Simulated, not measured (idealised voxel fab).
Documented hereafter: the process module known as voxel gate over fins.
Section shown: cut. Width: 140 nm. Cell size: 5 nm, square.
We lay out every cross-section as a grid of square cells and spell it out in bands from the top down, where one band means one or more rows of cells.
For a band, the entry starts with two heights in nm, that of the top and then that of the bottom, and carries on with the band's materials in order from left to right, each alongside its width in nm; the word "full width" beside a single material means it fills the band edge to edge, and "air" means empty space.
Below 0: as-received wafer, all one material; heights counted from there. Lowest band: no bottom, goes on down, written "from 0 down".
The two numbers in a width such as "30..40" mark its ends across the band: the first belongs to the top row of cells, the second to the bottom row, and from each row to the next the width moves by the same amount.
"no alteration" for a step: no cell of the cross-section changed in that step.
The label "Voids, sealed" introduces a list of the empty spaces, 8 cells or larger, that have no open way up to the top; each entry in it reads width x height at distance, where the distance is taken from the left edge and all three are stated in nm.
If you see something after the settings on a step's line, that's the simulator's own remark about that step.
overlay nm: step with mask; distance mask lay right of planned place; negative value = left of planned place.

Planned process steps:
1) RECEIVE (material Si)
2) CONFORMAL_DEP (material SiN; thk nm 5)
3) PATTERN (tone cover; mask id FINS; material resist; width nm 15; pitch nm 40; thk nm 20; overlay nm 0)
4) DIRECTIONAL_ETCH (etch materials SiN; depth nm 5)
5) DIRECTIONAL_ETCH (etch materials Si; depth nm 40)
6) STRIP (etch materials resist)
7) FILL_DEP (material SiO2; thk nm 10)
8) CMP (height nm 5)
9) SELECTIVE_ETCH (etch materials SiO2; depth nm 20)
10) STRIP (etch materials SiN)
11) CONFORMAL_DEP (material HfO2; thk nm 5)
12) CONFORMAL_DEP (material TiN; thk nm 5)
13) CONFORMAL_DEP (material TiAl; thk nm 5)
14) CONFORMAL_DEP (material TiN; thk nm 5)
15) FILL_DEP (material W; thk nm 10)
16) CMP (height nm 25)
17) CONFORMAL_DEP (material SiCN; thk nm 5)

Cross-section: wafer on arrival = after step 1:
	from 0 down = Si full width
	Voids, sealed: none

Cross-section at module end, one run error; start and plan unchanged from above:
	from 30 to 25 = SiCN full width
	from 25 to 20 = W full width
	from 20 to 15 = W=20 / TiN=95 / W=25
	from 15 to 10 = W=20 / TiN=5 / TiAl=85 / TiN=5 / W=25
	from 10 to 5 = W=20 / TiN=5 / TiAl=5 / TiN=35 / TiAl=5 / TiN=35 / TiAl=5 / TiN=5 / W=25
	from 5 to 0 = W=20 / TiN=5 / TiAl=5 / TiN=5 / HfO2=25 / TiN=5 / TiAl=5 / TiN=5 / HfO2=25 / TiN=5 / TiAl=5 / TiN=5 / W=25
	from 0 to -15 = W=20 / TiN=5 / TiAl=5 / TiN=5 / HfO2=5 / Si=15 / HfO2=5 / TiN=5 / TiAl=5 / TiN=5 / HfO2=5 / Si=15 / HfO2=5 / TiN=5 / TiAl=5 / TiN=5 / W=25
	from -15 to -20 = TiN=25 / TiAl=5 / TiN=5 / HfO2=5 / Si=15 / HfO2=5 / TiN=5 / TiAl=5 / TiN=5 / HfO2=5 / Si=15 / HfO2=5 / TiN=5 / TiAl=5 / TiN=30
	from -20 to -25 = TiAl=30 / TiN=5 / HfO2=5 / Si=15 / HfO2=5 / TiN=5 / TiAl=5 / TiN=5 / HfO2=5 / Si=15 / HfO2=5 / TiN=5 / TiAl=35
	from -25 to -30 = TiN=35 / HfO2=5 / Si=15 / HfO2=5 / TiN=15 / HfO2=5 / Si=15 / HfO2=5 / TiN=40
	from -30 to -35 = HfO2=40 / Si=15 / HfO2=25 / Si=15 / HfO2=45
	from -35 to -40 = SiO2=40 / Si=15 / SiO2=25 / Si=15 / SiO2=45
	from -40 down = Si full width
	Voids, sealed: none
Where did the run depart from the plan? twice, step 9 of the plan was run
